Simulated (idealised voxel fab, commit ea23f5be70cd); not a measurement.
This is a process module. Its name is voxel fin reveal.
Square cells of 5 nm make up the cross-section cut, whose width is 290 nm.
A cross-section is a grid of square cells, given in bands from the top down. A band is one or more rows of cells. Heads up on the band format: heights come first, top then bottom, in nm. After that it's the materials left to right, each with its width in nm. A single material flagged "full width" fills the whole band edge to edge, and "blank" means there's empty space there. All heights in this document are referenced to 0, defined as the level beneath which the wafer, as received, consists entirely of one material. The lowest band is not bounded below; it extends indefinitely downward and is written in the form "from 0 down". When a width is written as two numbers, as in "30..40", the first number is the width in the top row of cells of the band and the second is the width in its bottom row, and the width changes by the same amount from each row to the next. Basically "nothing altered" means that step didn't change any cell in the cross-section. Enclosed voids (no open way to top), threshold 8 cells or more, entry "Voids, enclosed", notation width x height at distance, distance from left edge, nm. What comes after the settings on a step's line is commentary from the simulator itself on that step. For masked steps, "overlay nm" on the step line gives how far right of plan the mask actually lay; a minus sign means it lay to the left.
# These are the steps we planned for the process
| 1 | RECEIVE: material Si |
| 2 | CONFORMAL_DEP: material SiN, thk nm 5 |
| 3 | DIRECTIONAL_DEP: material aC, thk nm 15 |
| 4 | PATTERN: tone cover, mask id FINS, material resist, width nm 15, pitch nm 35, thk nm 30, overlay nm 0 |
| 5 | DIRECTIONAL_ETCH: etch materials aC, depth nm 15 |
| 6 | STRIP: etch materials resist |
| 7 | DIRECTIONAL_ETCH: etch materials SiN, depth nm 5 |
| 8 | DIRECTIONAL_ETCH: etch materials Si, depth nm 35 |
| 9 | STRIP: etch materials aC |
| 10 | OXIDIZE: depth nm 5 |
| 11 | FILL_DEP: material SiO2, thk nm 15 |
| 12 | CMP: height nm 5 |
| 13 | SELECTIVE_ETCH: etch materials SiO2, depth nm 25 |
| 14 | STRIP: etch materials SiN |
| 15 | CONFORMAL_DEP: material SiO2, thk nm 5 |
# Delivered wafer in cross-section: state after step 1
> from 0 down | Si full width
> Voids, enclosed: none
# Wafer cross-section at end of module: start and plan as shown above, one execution error
> from 5 to 0 | blank (85), then SiO2 (20), then blank (15), then SiO2 (20), then blank (15), then SiO2 (20), then blank (15), then SiO2 (20), then blank (80)
> from 0 to -15 | blank (85), then SiO2 (5), then Si (10), then SiO2 (5), then blank (15), then SiO2 (5), then Si (10), then SiO2 (5), then blank (15), then SiO2 (5), then Si (10), then SiO2 (5), then blank (15), then SiO2 (5), then Si (10), then SiO2 (5), then blank (80)
> from -15 to -40 | SiO2 (90), then Si (10), then SiO2 (25), then Si (10), then SiO2 (25), then Si (10), then SiO2 (25), then Si (10), then SiO2 (85)
> from -40 down | Si full width
> Voids, enclosed: none
Misprocessing identified: step 4 was not run as planned; what actually ran was PATTERN: tone cover, mask id FINS, material resist, width nm 20, pitch nm 35, thk nm 30, overlay nm 0
